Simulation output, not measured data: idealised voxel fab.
Process module in this document: voxel air gaps
This is section cut - it's 210 nm across, gridded in 5 nm square cells.
A cross-section in this document is a grid of square cells, and it is written down as bands, the top band listed before the ones below it; a band is made up of one or more rows of cells.
The band entry comprises the height of the band's top followed by the height of its bottom, expressed in nm, and subsequently the band's materials from left to right, each stated together with its width in nm. Where a single material is marked with the word "all across", that material fills the band from edge to edge. The word "air" represents empty space.
Heights are expressed relative to 0, this being the level below which the as-received wafer comprises one material exclusively. The lowest band is unbounded in the downward direction and is denoted as in "top 0, no bottom".
Width: "30->40" (first number = top row, second number = bottom row, same change from row to row of cells).
"everything unchanged" means the step left every cell of the cross-section as it was.
Under "Catalogued sealed voids" you'll find the enclosed gaps, the ones with no way out to the top, that are 8 cells or bigger; each reads width x height at distance, with distance counted from the left edge, everything in nm.
Post-settings text on a step line: simulator's own remark regarding the step.
The optional step-line setting "overlay nm" applies to steps with a mask and quantifies how far to the right of its planned location the mask lay, a negative value indicating leftward placement.
## Steps in the process plan
1. RECEIVE, material Si
2. CONFORMAL_DEP, material SiO2, thk nm 10
3. CONFORMAL_DEP, material SiCN, thk nm 5
4. DIRECTIONAL_DEP, material lowk, thk nm 35
5. DIRECTIONAL_DEP, material aC, thk nm 15
6. PATTERN, tone open, mask id LINES, material resist, width nm 15, pitch nm 45, thk nm 35, overlay nm 0
7. DIRECTIONAL_ETCH, etch materials aC, depth nm 5
8. STRIP, etch materials resist
9. DIRECTIONAL_ETCH, etch materials lowk, depth nm 35
10. STRIP, etch materials aC
11. CONFORMAL_DEP, material TiN, thk nm 5
12. FILL_DEP, material W, thk nm 10
13. CMP, height nm 50
14. EPI, material Ru, thk nm 10
15. SELECTIVE_ETCH, etch materials lowk, depth nm 45
16. CONFORMAL_DEP, material SiCN, thk nm 5
The depth nm used in step 7 is not the same on every wafer, whereas the starting condition is; the value printed in the plan is the first wafer's.
## The first of several wafers, as received after step 1, seen in section
  top 0, no bottom = Si all across
  Catalogued sealed voids: none
## For your reference, the table is organized with a row per wafer; each row reflects the wafer at the end of the module, indicating for each material the cells gained (+) or lost (-) since receipt, and thereafter its closed voids
depth nm 5; +84 SiCN; +84 SiO2; Catalogued sealed voids: none
depth nm 10; +84 SiCN; +84 SiO2; Catalogued sealed voids: none
depth nm 15; +42 Ru; +162 SiCN; +84 SiO2; +45 TiN; +18 W; Catalogued sealed voids: 20 x 25 at 70; 20 x 25 at 115
depth nm 20; +42 Ru; +162 SiCN; +84 SiO2; +45 TiN; +18 W; Catalogued sealed voids: 20 x 25 at 70; 20 x 25 at 115
depth nm 25; +42 Ru; +162 SiCN; +84 SiO2; +45 TiN; +18 W; Catalogued sealed voids: 20 x 25 at 70; 20 x 25 at 115
depth nm 30; +42 Ru; +162 SiCN; +84 SiO2; +45 TiN; +18 W; Catalogued sealed voids: 20 x 25 at 70; 20 x 25 at 115
